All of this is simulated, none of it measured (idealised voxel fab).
Presented below is a process module, voxel double patterning.
Section cut is 255 nm wide and gridded with 5 nm square cells.
The cross-sections in this document take the form of a grid made of square cells. They are written out as bands, in order from top to bottom. Each band consists of one or more rows of cells.
The band entry comprises the height of the band's top followed by the height of its bottom, expressed in nm, and subsequently the band's materials from left to right, each stated together with its width in nm. Where a single material is marked with the word "full width", that material fills the band from edge to edge. The word "blank" represents empty space.
Note: height 0 marks the level under which the wafer is uniformly one material as received. Lowest band unbounded below, written "0..down".
Width: "30->40" (first number = top row, second number = bottom row, same change from row to row of cells).
For the purposes of this document, the phrase "changes: none" attached to a step denotes that no cell within the cross-section was modified by that step.
You'll see "Enclosed void listing" listing empty spaces that have no way open to the top, as long as they're 8 cells or more; the notation is width x height at distance, where the distance is from the left edge, and all of it is in nm.
On each step's line, the part that comes after the settings is the simulator's own comment on the step.
overlay nm: on a step with a mask, how far right of its planned place the mask lay; negative means left.
Pairs follow: section before one process step, section after it down to the lowest changed band, step with settings underneath. Pairs may come from different runs of this module on the same starting wafer; continuity with the pair above only as stated in the "Before the step" entry.
-- Before the step
> 0..down: Si full width
> Enclosed void listing: none
-- Step Outcome
> 5..0: SiN full width
> Rest of section, below 0: as before.
> Enclosed void listing: none
Applied between the two views above: CONFORMAL_DEP, material SiN, thk nm 5
Before the step: equal to the after panel directly above.
-- Step Outcome
> 15..5: SiO2 full width
> Rest of section, below 5: as before.
> Enclosed void listing: none
Applied between the two views above: DIRECTIONAL_DEP, material SiO2, thk nm 10
Before the step: equal to the after panel directly above.
-- Step Outcome
> 25..15: SiCN full width
> Rest of section, below 15: as before.
> Enclosed void listing: none
Applied between the two views above: DIRECTIONAL_DEP, material SiCN, thk nm 10
Before the step: equal to the after panel directly above.
-- Step Outcome
> 25..15: SiCN 70 nm | blank 15 nm | SiCN 35 nm | blank 15 nm | SiCN 35 nm | blank 15 nm | SiCN 70 nm
> Rest of section, below 15: as before.
> Enclosed void listing: none
Applied between the two views above: MASKED_ETCH, tone open, mask id FIRST, width nm 15, pitch nm 50, etch materials SiCN, depth nm 10, overlay nm 0
Before the step: equal to the after panel directly above.
-- Step Outcome
> 35..25: aC 70 nm | blank 15 nm | aC 35 nm | blank 15 nm | aC 35 nm | blank 15 nm | aC 70 nm
> 25..15: SiCN 70 nm | aC 15 nm | SiCN 35 nm | aC 15 nm | SiCN 35 nm | aC 15 nm | SiCN 70 nm
> Rest of section, below 15: as before.
> Enclosed void listing: none
Applied between the two views above: DIRECTIONAL_DEP, material aC, thk nm 10
Before the step: equal to the after panel directly above.
-- Step Outcome
> 60..35: resist 95 nm | blank 15 nm | resist 35 nm | blank 15 nm | resist 95 nm
> 35..25: aC 70 nm | resist 15 nm | aC 35 nm | resist 15 nm | aC 35 nm | resist 15 nm | aC 70 nm
> Rest of section, below 25: as before.
> Enclosed void listing: none
Applied between the two views above: PATTERN, tone open, mask id SECOND, material resist, width nm 15, pitch nm 50, thk nm 25, overlay nm 0
Before the step: equal to the after panel directly above.
-- Step Outcome
> 50..35: resist 95 nm | blank 15 nm | resist 35 nm | blank 15 nm | resist 95 nm
> 35..25: aC 70 nm | resist 15 nm | aC 10 nm | blank 15 nm | aC 10 nm | resist 15 nm | aC 10 nm | blank 15 nm | aC 10 nm | resist 15 nm | aC 70 nm
> Rest of section, below 25: as before.
> Enclosed void listing: none
Applied between the two views above: DIRECTIONAL_ETCH, etch materials aC, depth nm 10
Before the step: equal to the after panel directly above.
-- Step Outcome
> 35..25: aC 70 nm | blank 15 nm | aC 10 nm | blank 15 nm | aC 10 nm | blank 15 nm | aC 10 nm | blank 15 nm | aC 10 nm | blank 15 nm | aC 70 nm
> Rest of section, below 25: as before.
> Enclosed void listing: none
Applied between the two views above: STRIP, etch materials resist
Before the step: equal to the after panel directly above.
-- Step Outcome
> 35..25: aC 70 nm | blank 15 nm | aC 10 nm | blank 15 nm | aC 10 nm | blank 15 nm | aC 10 nm | blank 15 nm | aC 10 nm | blank 15 nm | aC 70 nm
> 25..15: SiCN 70 nm | aC 15 nm | SiCN 10 nm | blank 15 nm | SiCN 10 nm | aC 15 nm | SiCN 10 nm | blank 15 nm | SiCN 10 nm | aC 15 nm | SiCN 70 nm
> Rest of section, below 15: as before.
> Enclosed void listing: none
Applied between the two views above: DIRECTIONAL_ETCH, etch materials SiCN, depth nm 10
Before the step: equal to the after panel directly above.
-- Step Outcome
> 25..15: SiCN 70 nm | blank 15 nm | SiCN 10 nm | blank 15 nm | SiCN 10 nm | blank 15 nm | SiCN 10 nm | blank 15 nm | SiCN 10 nm | blank 15 nm | SiCN 70 nm
> Rest of section, below 15: as before.
> Enclosed void listing: none
Applied between the two views above: STRIP, etch materials aC
Before the step: equal to the after panel directly above.
-- Step Outcome
> 25..15: SiCN 70 nm | blank 15 nm | SiCN 10 nm | blank 15 nm | SiCN 10 nm | blank 15 nm | SiCN 10 nm | blank 15 nm | SiCN 10 nm | blank 15 nm | SiCN 70 nm
> 15..5: SiO2 70 nm | blank 15 nm | SiO2 10 nm | blank 15 nm | SiO2 10 nm | blank 15 nm | SiO2 10 nm | blank 15 nm | SiO2 10 nm | blank 15 nm | SiO2 70 nm
> Rest of section, below 5: as before.
> Enclosed void listing: none
Applied between the two views above: DIRECTIONAL_ETCH, etch materials SiO2, depth nm 10
Before the step: equal to the after panel directly above.
-- Step Outcome
> 15..5: SiO2 70 nm | blank 15 nm | SiO2 10 nm | blank 15 nm | SiO2 10 nm | blank 15 nm | SiO2 10 nm | blank 15 nm | SiO2 10 nm | blank 15 nm | SiO2 70 nm
> Rest of section, below 5: as before.
> Enclosed void listing: none
Applied between the two views above: STRIP, etch materials SiCN
-- Before the step
> 0..down: Si full width
> Enclosed void listing: none
-- Step Outcome
> 10..0: SiO2 full width
> Rest of section, below 0: as before.
> Enclosed void listing: none
Applied between the two views above: DIRECTIONAL_DEP, material SiO2, thk nm 10
Before the step: equal to the after panel directly above.
-- Step Outcome
> 20..10: SiCN full width
> Rest of section, below 10: as before.
> Enclosed void listing: none
Applied between the two views above: DIRECTIONAL_DEP, material SiCN, thk nm 10
Before the step: equal to the after panel directly above.
-- Step Outcome
> 20..10: SiCN 70 nm | blank 15 nm | SiCN 35 nm | blank 15 nm | SiCN 35 nm | blank 15 nm | SiCN 70 nm
> Rest of section, below 10: as before.
> Enclosed void listing: none
Applied between the two views above: MASKED_ETCH, tone open, mask id FIRST, width nm 15, pitch nm 50, etch materials SiCN, depth nm 10, overlay nm 0
Before the step: equal to the after panel directly above.
-- Step Outcome
> 30..20: aC 70 nm | blank 15 nm | aC 35 nm | blank 15 nm | aC 35 nm | blank 15 nm | aC 70 nm
> 20..10: SiCN 70 nm | aC 15 nm | SiCN 35 nm | aC 15 nm | SiCN 35 nm | aC 15 nm | SiCN 70 nm
> Rest of section, below 10: as before.
> Enclosed void listing: none
Applied between the two views above: DIRECTIONAL_DEP, material aC, thk nm 10
Before the step: equal to the after panel directly above.
-- Step Outcome
> 55..30: resist 95 nm | blank 15 nm | resist 35 nm | blank 15 nm | resist 95 nm
> 30..20: aC 70 nm | resist 15 nm | aC 35 nm | resist 15 nm | aC 35 nm | resist 15 nm | aC 70 nm
> Rest of section, below 20: as before.
> Enclosed void listing: none
Applied between the two views above: PATTERN, tone open, mask id SECOND, material resist, width nm 15, pitch nm 50, thk nm 25, overlay nm 0
Before the step: equal to the after panel directly above.
-- Step Outcome
> 45..30: resist 95 nm | blank 15 nm | resist 35 nm | blank 15 nm | resist 95 nm
> 30..20: aC 70 nm | resist 15 nm | aC 10 nm | blank 15 nm | aC 10 nm | resist 15 nm | aC 10 nm | blank 15 nm | aC 10 nm | resist 15 nm | aC 70 nm
> Rest of section, below 20: as before.
> Enclosed void listing: none
Applied between the two views above: DIRECTIONAL_ETCH, etch materials aC, depth nm 10
Before the step: equal to the after panel directly above.
-- Step Outcome
> 30..20: aC 70 nm | blank 15 nm | aC 10 nm | blank 15 nm | aC 10 nm | blank 15 nm | aC 10 nm | blank 15 nm | aC 10 nm | blank 15 nm | aC 70 nm
> Rest of section, below 20: as before.
> Enclosed void listing: none
Applied between the two views above: STRIP, etch materials resist
Before the step: equal to the after panel directly above.
-- Step Outcome
> 30..20: aC 70 nm | blank 15 nm | aC 10 nm | blank 15 nm | aC 10 nm | blank 15 nm | aC 10 nm | blank 15 nm | aC 10 nm | blank 15 nm | aC 70 nm
> 20..10: SiCN 70 nm | aC 15 nm | SiCN 10 nm | blank 15 nm | SiCN 10 nm | aC 15 nm | SiCN 10 nm | blank 15 nm | SiCN 10 nm | aC 15 nm | SiCN 70 nm
> Rest of section, below 10: as before.
> Enclosed void listing: none
Applied between the two views above: DIRECTIONAL_ETCH, etch materials SiCN, depth nm 10
Before the step: equal to the after panel directly above.
-- Step Outcome
> 20..10: SiCN 70 nm | blank 15 nm | SiCN 10 nm | blank 15 nm | SiCN 10 nm | blank 15 nm | SiCN 10 nm | blank 15 nm | SiCN 10 nm | blank 15 nm | SiCN 70 nm
> Rest of section, below 10: as before.
> Enclosed void listing: none
Applied between the two views above: STRIP, etch materials aC
Before the step: equal to the after panel directly above.
-- Step Outcome
> 20..10: SiCN 70 nm | blank 15 nm | SiCN 10 nm | blank 15 nm | SiCN 10 nm | blank 15 nm | SiCN 10 nm | blank 15 nm | SiCN 10 nm | blank 15 nm | SiCN 70 nm
> 10..0: SiO2 70 nm | blank 15 nm | SiO2 10 nm | blank 15 nm | SiO2 10 nm | blank 15 nm | SiO2 10 nm | blank 15 nm | SiO2 10 nm | blank 15 nm | SiO2 70 nm
> Rest of section, below 0: as before.
> Enclosed void listing: none
Applied between the two views above: DIRECTIONAL_ETCH, etch materials SiO2, depth nm 10
Before the step: equal to the after panel directly above.
-- Step Outcome
> 10..0: SiO2 70 nm | blank 15 nm | SiO2 10 nm | blank 15 nm | SiO2 10 nm | blank 15 nm | SiO2 10 nm | blank 15 nm | SiO2 10 nm | blank 15 nm | SiO2 70 nm
> Rest of section, below 0: as before.
> Enclosed void listing: none
Applied between the two views above: STRIP, etch materials SiCN
-- Before the step
> 10..0: SiO2 full width
> 0..down: Si full width
> Enclosed void listing: none
-- Step Outcome
> 15..10: SiN full width
> Rest of section, below 10: as before.
> Enclosed void listing: none
Applied between the two views above: CONFORMAL_DEP, material SiN, thk nm 5
Before the step: equal to the after panel directly above.
-- Step Outcome
> 25..15: SiCN full width
> Rest of section, below 15: as before.
> Enclosed void listing: none
Applied between the two views above: DIRECTIONAL_DEP, material SiCN, thk nm 10
Before the step: equal to the after panel directly above.
-- Step Outcome
> 25..15: SiCN 70 nm | blank 15 nm | SiCN 35 nm | blank 15 nm | SiCN 35 nm | blank 15 nm | SiCN 70 nm
> Rest of section, below 15: as before.
> Enclosed void listing: none
Applied between the two views above: MASKED_ETCH, tone open, mask id FIRST, width nm 15, pitch nm 50, etch materials SiCN, depth nm 10, overlay nm 0
Before the step: equal to the after panel directly above.
-- Step Outcome
> 35..25: aC 70 nm | blank 15 nm | aC 35 nm | blank 15 nm | aC 35 nm | blank 15 nm | aC 70 nm
> 25..15: SiCN 70 nm | aC 15 nm | SiCN 35 nm | aC 15 nm | SiCN 35 nm | aC 15 nm | SiCN 70 nm
> Rest of section, below 15: as before.
> Enclosed void listing: none
Applied between the two views above: DIRECTIONAL_DEP, material aC, thk nm 10
Before the step: equal to the after panel directly above.
-- Step Outcome
> 60..35: resist 95 nm | blank 15 nm | resist 35 nm | blank 15 nm | resist 95 nm
> 35..25: aC 70 nm | resist 15 nm | aC 35 nm | resist 15 nm | aC 35 nm | resist 15 nm | aC 70 nm
> Rest of section, below 25: as before.
> Enclosed void listing: none
Applied between the two views above: PATTERN, tone open, mask id SECOND, material resist, width nm 15, pitch nm 50, thk nm 25, overlay nm 0
Before the step: equal to the after panel directly above.
-- Step Outcome
> 50..35: resist 95 nm | blank 15 nm | resist 35 nm | blank 15 nm | resist 95 nm
> 35..25: aC 70 nm | resist 15 nm | aC 10 nm | blank 15 nm | aC 10 nm | resist 15 nm | aC 10 nm | blank 15 nm | aC 10 nm | resist 15 nm | aC 70 nm
> Rest of section, below 25: as before.
> Enclosed void listing: none
Applied between the two views above: DIRECTIONAL_ETCH, etch materials aC, depth nm 10
Before the step: equal to the after panel directly above.
-- Step Outcome
> 35..25: aC 70 nm | blank 15 nm | aC 10 nm | blank 15 nm | aC 10 nm | blank 15 nm | aC 10 nm | blank 15 nm | aC 10 nm | blank 15 nm | aC 70 nm
> Rest of section, below 25: as before.
> Enclosed void listing: none
Applied between the two views above: STRIP, etch materials resist
Before the step: equal to the after panel directly above.
-- Step Outcome
> 35..25: aC 70 nm | blank 15 nm | aC 10 nm | blank 15 nm | aC 10 nm | blank 15 nm | aC 10 nm | blank 15 nm | aC 10 nm | blank 15 nm | aC 70 nm
> 25..15: SiCN 70 nm | aC 15 nm | SiCN 10 nm | blank 15 nm | SiCN 10 nm | aC 15 nm | SiCN 10 nm | blank 15 nm | SiCN 10 nm | aC 15 nm | SiCN 70 nm
> Rest of section, below 15: as before.
> Enclosed void listing: none
Applied between the two views above: DIRECTIONAL_ETCH, etch materials SiCN, depth nm 10
Before the step: equal to the after panel directly above.
-- Step Outcome
> 25..15: SiCN 70 nm | blank 15 nm | SiCN 10 nm | blank 15 nm | SiCN 10 nm | blank 15 nm | SiCN 10 nm | blank 15 nm | SiCN 10 nm | blank 15 nm | SiCN 70 nm
> Rest of section, below 15: as before.
> Enclosed void listing: none
Applied between the two views above: STRIP, etch materials aC
Before the step: equal to the after panel directly above.
-- Step Outcome
> 15..10: SiN full width
> Rest of section, below 10: as before.
> Enclosed void listing: none
Applied between the two views above: STRIP, etch materials SiCN
-- Before the step
> 0..down: Si full width
> Enclosed void listing: none
-- Step Outcome
> 15..0: SiN full width
> Rest of section, below 0: as before.
> Enclosed void listing: none
Applied between the two views above: CONFORMAL_DEP, material SiN, thk nm 15
Before the step: equal to the after panel directly above.
-- Step Outcome
> 25..15: SiO2 full width
> Rest of section, below 15: as before.
> Enclosed void listing: none
Applied between the two views above: DIRECTIONAL_DEP, material SiO2, thk nm 10
Before the step: equal to the after panel directly above.
-- Step Outcome
> 35..25: SiCN full width
> Rest of section, below 25: as before.
> Enclosed void listing: none
Applied between the two views above: DIRECTIONAL_DEP, material SiCN, thk nm 10
Before the step: equal to the after panel directly above.
-- Step Outcome
> 35..25: SiCN 70 nm | blank 15 nm | SiCN 35 nm | blank 15 nm | SiCN 35 nm | blank 15 nm | SiCN 70 nm
> Rest of section, below 25: as before.
> Enclosed void listing: none
Applied between the two views above: MASKED_ETCH, tone open, mask id FIRST, width nm 15, pitch nm 50, etch materials SiCN, depth nm 10, overlay nm 0
Before the step: equal to the after panel directly above.
-- Step Outcome
> 45..35: aC 70 nm | blank 15 nm | aC 35 nm | blank 15 nm | aC 35 nm | blank 15 nm | aC 70 nm
> 35..25: SiCN 70 nm | aC 15 nm | SiCN 35 nm | aC 15 nm | SiCN 35 nm | aC 15 nm | SiCN 70 nm
> Rest of section, below 25: as before.
> Enclosed void listing: none
Applied between the two views above: DIRECTIONAL_DEP, material aC, thk nm 10
Before the step: equal to the after panel directly above.
-- Step Outcome
> 70..45: resist 95 nm | blank 15 nm | resist 35 nm | blank 15 nm | resist 95 nm
> 45..35: aC 70 nm | resist 15 nm | aC 35 nm | resist 15 nm | aC 35 nm | resist 15 nm | aC 70 nm
> Rest of section, below 35: as before.
> Enclosed void listing: none
Applied between the two views above: PATTERN, tone open, mask id SECOND, material resist, width nm 15, pitch nm 50, thk nm 25, overlay nm 0
Before the step: equal to the after panel directly above.
-- Step Outcome
> 60..45: resist 95 nm | blank 15 nm | resist 35 nm | blank 15 nm | resist 95 nm
> 45..35: aC 70 nm | resist 15 nm | aC 10 nm | blank 15 nm | aC 10 nm | resist 15 nm | aC 10 nm | blank 15 nm | aC 10 nm | resist 15 nm | aC 70 nm
> Rest of section, below 35: as before.
> Enclosed void listing: none
Applied between the two views above: DIRECTIONAL_ETCH, etch materials aC, depth nm 10
Before the step: equal to the after panel directly above.
-- Step Outcome
> 45..35: aC 70 nm | blank 15 nm | aC 10 nm | blank 15 nm | aC 10 nm | blank 15 nm | aC 10 nm | blank 15 nm | aC 10 nm | blank 15 nm | aC 70 nm
> Rest of section, below 35: as before.
> Enclosed void listing: none
Applied between the two views above: STRIP, etch materials resist
Before the step: equal to the after panel directly above.
-- Step Outcome
> 45..35: aC 70 nm | blank 15 nm | aC 10 nm | blank 15 nm | aC 10 nm | blank 15 nm | aC 10 nm | blank 15 nm | aC 10 nm | blank 15 nm | aC 70 nm
> 35..25: SiCN 70 nm | aC 15 nm | SiCN 10 nm | blank 15 nm | SiCN 10 nm | aC 15 nm | SiCN 10 nm | blank 15 nm | SiCN 10 nm | aC 15 nm | SiCN 70 nm
> Rest of section, below 25: as before.
> Enclosed void listing: none
Applied between the two views above: DIRECTIONAL_ETCH, etch materials SiCN, depth nm 10
Before the step: equal to the after panel directly above.
-- Step Outcome
> 35..25: SiCN 70 nm | blank 15 nm | SiCN 10 nm | blank 15 nm | SiCN 10 nm | blank 15 nm | SiCN 10 nm | blank 15 nm | SiCN 10 nm | blank 15 nm | SiCN 70 nm
> Rest of section, below 25: as before.
> Enclosed void listing: none
Applied between the two views above: STRIP, etch materials aC
Before the step: equal to the after panel directly above.
-- Step Outcome
> 35..25: SiCN 70 nm | blank 15 nm | SiCN 10 nm | blank 15 nm | SiCN 10 nm | blank 15 nm | SiCN 10 nm | blank 15 nm | SiCN 10 nm | blank 15 nm | SiCN 70 nm
> 25..15: SiO2 70 nm | blank 15 nm | SiO2 10 nm | blank 15 nm | SiO2 10 nm | blank 15 nm | SiO2 10 nm | blank 15 nm | SiO2 10 nm | blank 15 nm | SiO2 70 nm
> Rest of section, below 15: as before.
> Enclosed void listing: none
Applied between the two views above: DIRECTIONAL_ETCH, etch materials SiO2, depth nm 10
Before the step: equal to the after panel directly above.
-- Step Outcome
> 25..15: SiO2 70 nm | blank 15 nm | SiO2 10 nm | blank 15 nm | SiO2 10 nm | blank 15 nm | SiO2 10 nm | blank 15 nm | SiO2 10 nm | blank 15 nm | SiO2 70 nm
> Rest of section, below 15: as before.
> Enclosed void listing: none
Applied between the two views above: STRIP, etch materials SiCN
-- Before the step
> 35..25: aC 70 nm | blank 15 nm | aC 35 nm | blank 15 nm | aC 35 nm | blank 15 nm | aC 70 nm
> 25..15: SiCN 70 nm | aC 15 nm | SiCN 35 nm | aC 15 nm | SiCN 35 nm | aC 15 nm | SiCN 70 nm
> 15..5: SiO2 full width
> 5..0: SiN full width
> 0..down: Si full width
> Enclosed void listing: none
-- Step Outcome
> 60..35: resist 90 nm | blank 25 nm | resist 25 nm | blank 25 nm | resist 90 nm
> 35..25: aC 70 nm | resist 15 nm | aC 35 nm | resist 15 nm | aC 35 nm | resist 15 nm | aC 70 nm
> Rest of section, below 25: as before.
> Enclosed void listing: none
Applied between the two views above: PATTERN, tone open, mask id SECOND, material resist, width nm 25, pitch nm 50, thk nm 25, overlay nm 0
Before the step: equal to the after panel directly above.
-- Step Outcome
> 50..35: resist 90 nm | blank 25 nm | resist 25 nm | blank 25 nm | resist 90 nm
> 35..25: aC 70 nm | resist 15 nm | aC 5 nm | blank 25 nm | aC 5 nm | resist 15 nm | aC 5 nm | blank 25 nm | aC 5 nm | resist 15 nm | aC 70 nm
> Rest of section, below 25: as before.
> Enclosed void listing: none
Applied between the two views above: DIRECTIONAL_ETCH, etch materials aC, depth nm 10
Before the step: equal to the after panel directly above.
-- Step Outcome
> 35..25: aC 70 nm | blank 15 nm | aC 5 nm | blank 25 nm | aC 5 nm | blank 15 nm | aC 5 nm | blank 25 nm | aC 5 nm | blank 15 nm | aC 70 nm
> Rest of section, below 25: as before.
> Enclosed void listing: none
Applied between the two views above: STRIP, etch materials resist
Before the step: equal to the after panel directly above.
-- Step Outcome
> 35..25: aC 70 nm | blank 15 nm | aC 5 nm | blank 25 nm | aC 5 nm | blank 15 nm | aC 5 nm | blank 25 nm | aC 5 nm | blank 15 nm | aC 70 nm
> 25..15: SiCN 70 nm | aC 15 nm | SiCN 5 nm | blank 25 nm | SiCN 5 nm | aC 15 nm | SiCN 5 nm | blank 25 nm | SiCN 5 nm | aC 15 nm | SiCN 70 nm
> Rest of section, below 15: as before.
> Enclosed void listing: none
Applied between the two views above: DIRECTIONAL_ETCH, etch materials SiCN, depth nm 10
Before the step: equal to the after panel directly above.
-- Step Outcome
> 25..15: SiCN 70 nm | blank 15 nm | SiCN 5 nm | blank 25 nm | SiCN 5 nm | blank 15 nm | SiCN 5 nm | blank 25 nm | SiCN 5 nm | blank 15 nm | SiCN 70 nm
> Rest of section, below 15: as before.
> Enclosed void listing: none
Applied between the two views above: STRIP, etch materials aC
Before the step: equal to the after panel directly above.
-- Step Outcome
> 25..15: SiCN 70 nm | blank 15 nm | SiCN 5 nm | blank 25 nm | SiCN 5 nm | blank 15 nm | SiCN 5 nm | blank 25 nm | SiCN 5 nm | blank 15 nm | SiCN 70 nm
> 15..5: SiO2 70 nm | blank 15 nm | SiO2 5 nm | blank 25 nm | SiO2 5 nm | blank 15 nm | SiO2 5 nm | blank 25 nm | SiO2 5 nm | blank 15 nm | SiO2 70 nm
> Rest of section, below 5: as before.
> Enclosed void listing: none
Applied between the two views above: DIRECTIONAL_ETCH, etch materials SiO2, depth nm 10
Before the step: equal to the after panel directly above.
-- Step Outcome
> 15..5: SiO2 70 nm | blank 15 nm | SiO2 5 nm | blank 25 nm | SiO2 5 nm | blank 15 nm | SiO2 5 nm | blank 25 nm | SiO2 5 nm | blank 15 nm | SiO2 70 nm
> Rest of section, below 5: as before.
> Enclosed void listing: none
Applied between the two views above: STRIP, etch materials SiCN
-- Before the step
> 25..15: SiCN full width
> 15..5: SiO2 full width
> 5..0: SiN full width
> 0..down: Si full width
> Enclosed void listing: none
-- Step Outcome
> 25..15: SiCN 65 nm | blank 15 nm | SiCN 35 nm | blank 15 nm | SiCN 35 nm | blank 15 nm | SiCN 75 nm
> Rest of section, below 15: as before.
> Enclosed void listing: none
Applied between the two views above: MASKED_ETCH, tone open, mask id FIRST, width nm 15, pitch nm 50, etch materials SiCN, depth nm 10, overlay nm -5
Before the step: equal to the after panel directly above.
-- Step Outcome
> 35..25: aC 65 nm | blank 15 nm | aC 35 nm | blank 15 nm | aC 35 nm | blank 15 nm | aC 75 nm
> 25..15: SiCN 65 nm | aC 15 nm | SiCN 35 nm | aC 15 nm | SiCN 35 nm | aC 15 nm | SiCN 75 nm
> Rest of section, below 15: as before.
> Enclosed void listing: none
Applied between the two views above: DIRECTIONAL_DEP, material aC, thk nm 10
Before the step: equal to the after panel directly above.
-- Step Outcome
> 60..35: resist 95 nm | blank 15 nm | resist 35 nm | blank 15 nm | resist 95 nm
> 35..25: aC 65 nm | resist 15 nm | aC 35 nm | resist 15 nm | aC 35 nm | resist 15 nm | aC 75 nm
> Rest of section, below 25: as before.
> Enclosed void listing: none
Applied between the two views above: PATTERN, tone open, mask id SECOND, material resist, width nm 15, pitch nm 50, thk nm 25, overlay nm 0
Before the step: equal to the after panel directly above.
-- Step Outcome
> 50..35: resist 95 nm | blank 15 nm | resist 35 nm | blank 15 nm | resist 95 nm
> 35..25: aC 65 nm | resist 15 nm | aC 15 nm | blank 15 nm | aC 5 nm | resist 15 nm | aC 15 nm | blank 15 nm | aC 5 nm | resist 15 nm | aC 75 nm
> Rest of section, below 25: as before.
> Enclosed void listing: none
Applied between the two views above: DIRECTIONAL_ETCH, etch materials aC, depth nm 10
Before the step: equal to the after panel directly above.
-- Step Outcome
> 35..25: aC 65 nm | blank 15 nm | aC 15 nm | blank 15 nm | aC 5 nm | blank 15 nm | aC 15 nm | blank 15 nm | aC 5 nm | blank 15 nm | aC 75 nm
> Rest of section, below 25: as before.
> Enclosed void listing: none
Applied between the two views above: STRIP, etch materials resist
Before the step: equal to the after panel directly above.
-- Step Outcome
> 35..25: aC 65 nm | blank 15 nm | aC 15 nm | blank 15 nm | aC 5 nm | blank 15 nm | aC 15 nm | blank 15 nm | aC 5 nm | blank 15 nm | aC 75 nm
> 25..15: SiCN 65 nm | aC 15 nm | SiCN 15 nm | blank 15 nm | SiCN 5 nm | aC 15 nm | SiCN 15 nm | blank 15 nm | SiCN 5 nm | aC 15 nm | SiCN 75 nm
> Rest of section, below 15: as before.
> Enclosed void listing: none
Applied between the two views above: DIRECTIONAL_ETCH, etch materials SiCN, depth nm 10
Before the step: equal to the after panel directly above.
-- Step Outcome
> 25..15: SiCN 65 nm | blank 15 nm | SiCN 15 nm | blank 15 nm | SiCN 5 nm | blank 15 nm | SiCN 15 nm | blank 15 nm | SiCN 5 nm | blank 15 nm | SiCN 75 nm
> Rest of section, below 15: as before.
> Enclosed void listing: none
Applied between the two views above: STRIP, etch materials aC
Before the step: equal to the after panel directly above.
-- Step Outcome
> 25..15: SiCN 65 nm | blank 15 nm | SiCN 15 nm | blank 15 nm | SiCN 5 nm | blank 15 nm | SiCN 15 nm | blank 15 nm | SiCN 5 nm | blank 15 nm | SiCN 75 nm
> 15..5: SiO2 65 nm | blank 15 nm | SiO2 15 nm | blank 15 nm | SiO2 5 nm | blank 15 nm | SiO2 15 nm | blank 15 nm | SiO2 5 nm | blank 15 nm | SiO2 75 nm
> Rest of section, below 5: as before.
> Enclosed void listing: none
Applied between the two views above: DIRECTIONAL_ETCH, etch materials SiO2, depth nm 10
Before the step: equal to the after panel directly above.
-- Step Outcome
> 15..5: SiO2 65 nm | blank 15 nm | SiO2 15 nm | blank 15 nm | SiO2 5 nm | blank 15 nm | SiO2 15 nm | blank 15 nm | SiO2 5 nm | blank 15 nm | SiO2 75 nm
> Rest of section, below 5: as before.
> Enclosed void listing: none
Applied between the two views above: STRIP, etch materials SiCN
-- Before the step
> 0..down: Si full width
> Enclosed void listing: none
-- Step Outcome
> 5..0: SiO2 full width
> Rest of section, below 0: as before.
> Enclosed void listing: none
Applied between the two views above: CONFORMAL_DEP, material SiO2, thk nm 5
Before the step: equal to the after panel directly above.
-- Step Outcome
> 15..0: SiO2 full width
> Rest of section, below 0: as before.
> Enclosed void listing: none
Applied between the two views above: DIRECTIONAL_DEP, material SiO2, thk nm 10
Before the step: equal to the after panel directly above.
-- Step Outcome
> 25..15: SiCN full width
> Rest of section, below 15: as before.
> Enclosed void listing: none
Applied between the two views above: DIRECTIONAL_DEP, material SiCN, thk nm 10
Before the step: equal to the after panel directly above.
-- Step Outcome
> 25..15: SiCN 70 nm | blank 15 nm | SiCN 35 nm | blank 15 nm | SiCN 35 nm | blank 15 nm | SiCN 70 nm
> Rest of section, below 15: as before.
> Enclosed void listing: none
Applied between the two views above: MASKED_ETCH, tone open, mask id FIRST, width nm 15, pitch nm 50, etch materials SiCN, depth nm 10, overlay nm 0
Before the step: equal to the after panel directly above.
-- Step Outcome
> 35..25: aC 70 nm | blank 15 nm | aC 35 nm | blank 15 nm | aC 35 nm | blank 15 nm | aC 70 nm
> 25..15: SiCN 70 nm | aC 15 nm | SiCN 35 nm | aC 15 nm | SiCN 35 nm | aC 15 nm | SiCN 70 nm
> Rest of section, below 15: as before.
> Enclosed void listing: none
Applied between the two views above: DIRECTIONAL_DEP, material aC, thk nm 10
Before the step: equal to the after panel directly above.
-- Step Outcome
> 60..35: resist 95 nm | blank 15 nm | resist 35 nm | blank 15 nm | resist 95 nm
> 35..25: aC 70 nm | resist 15 nm | aC 35 nm | resist 15 nm | aC 35 nm | resist 15 nm | aC 70 nm
> Rest of section, below 25: as before.
> Enclosed void listing: none
Applied between the two views above: PATTERN, tone open, mask id SECOND, material resist, width nm 15, pitch nm 50, thk nm 25, overlay nm 0
Before the step: equal to the after panel directly above.
-- Step Outcome
> 50..35: resist 95 nm | blank 15 nm | resist 35 nm | blank 15 nm | resist 95 nm
> 35..25: aC 70 nm | resist 15 nm | aC 10 nm | blank 15 nm | aC 10 nm | resist 15 nm | aC 10 nm | blank 15 nm | aC 10 nm | resist 15 nm | aC 70 nm
> Rest of section, below 25: as before.
> Enclosed void listing: none
Applied between the two views above: DIRECTIONAL_ETCH, etch materials aC, depth nm 10
Before the step: equal to the after panel directly above.
-- Step Outcome
> 35..25: aC 70 nm | blank 15 nm | aC 10 nm | blank 15 nm | aC 10 nm | blank 15 nm | aC 10 nm | blank 15 nm | aC 10 nm | blank 15 nm | aC 70 nm
> Rest of section, below 25: as before.
> Enclosed void listing: none
Applied between the two views above: STRIP, etch materials resist
Before the step: equal to the after panel directly above.
-- Step Outcome
> 35..25: aC 70 nm | blank 15 nm | aC 10 nm | blank 15 nm | aC 10 nm | blank 15 nm | aC 10 nm | blank 15 nm | aC 10 nm | blank 15 nm | aC 70 nm
> 25..15: SiCN 70 nm | aC 15 nm | SiCN 10 nm | blank 15 nm | SiCN 10 nm | aC 15 nm | SiCN 10 nm | blank 15 nm | SiCN 10 nm | aC 15 nm | SiCN 70 nm
> Rest of section, below 15: as before.
> Enclosed void listing: none
Applied between the two views above: DIRECTIONAL_ETCH, etch materials SiCN, depth nm 10
Before the step: equal to the after panel directly above.
-- Step Outcome
> 25..15: SiCN 70 nm | blank 15 nm | SiCN 10 nm | blank 15 nm | SiCN 10 nm | blank 15 nm | SiCN 10 nm | blank 15 nm | SiCN 10 nm | blank 15 nm | SiCN 70 nm
> Rest of section, below 15: as before.
> Enclosed void listing: none
Applied between the two views above: STRIP, etch materials aC
Before the step: equal to the after panel directly above.
-- Step Outcome
> 25..15: SiCN 70 nm | blank 15 nm | SiCN 10 nm | blank 15 nm | SiCN 10 nm | blank 15 nm | SiCN 10 nm | blank 15 nm | SiCN 10 nm | blank 15 nm | SiCN 70 nm
> 15..5: SiO2 70 nm | blank 15 nm | SiO2 10 nm | blank 15 nm | SiO2 10 nm | blank 15 nm | SiO2 10 nm | blank 15 nm | SiO2 10 nm | blank 15 nm | SiO2 70 nm
> Rest of section, below 5: as before.
> Enclosed void listing: none
Applied between the two views above: DIRECTIONAL_ETCH, etch materials SiO2, depth nm 10
Before the step: equal to the after panel directly above.
-- Step Outcome
> 15..5: SiO2 70 nm | blank 15 nm | SiO2 10 nm | blank 15 nm | SiO2 10 nm | blank 15 nm | SiO2 10 nm | blank 15 nm | SiO2 10 nm | blank 15 nm | SiO2 70 nm
> Rest of section, below 5: as before.
> Enclosed void listing: none
Applied between the two views above: STRIP, etch materials SiCN
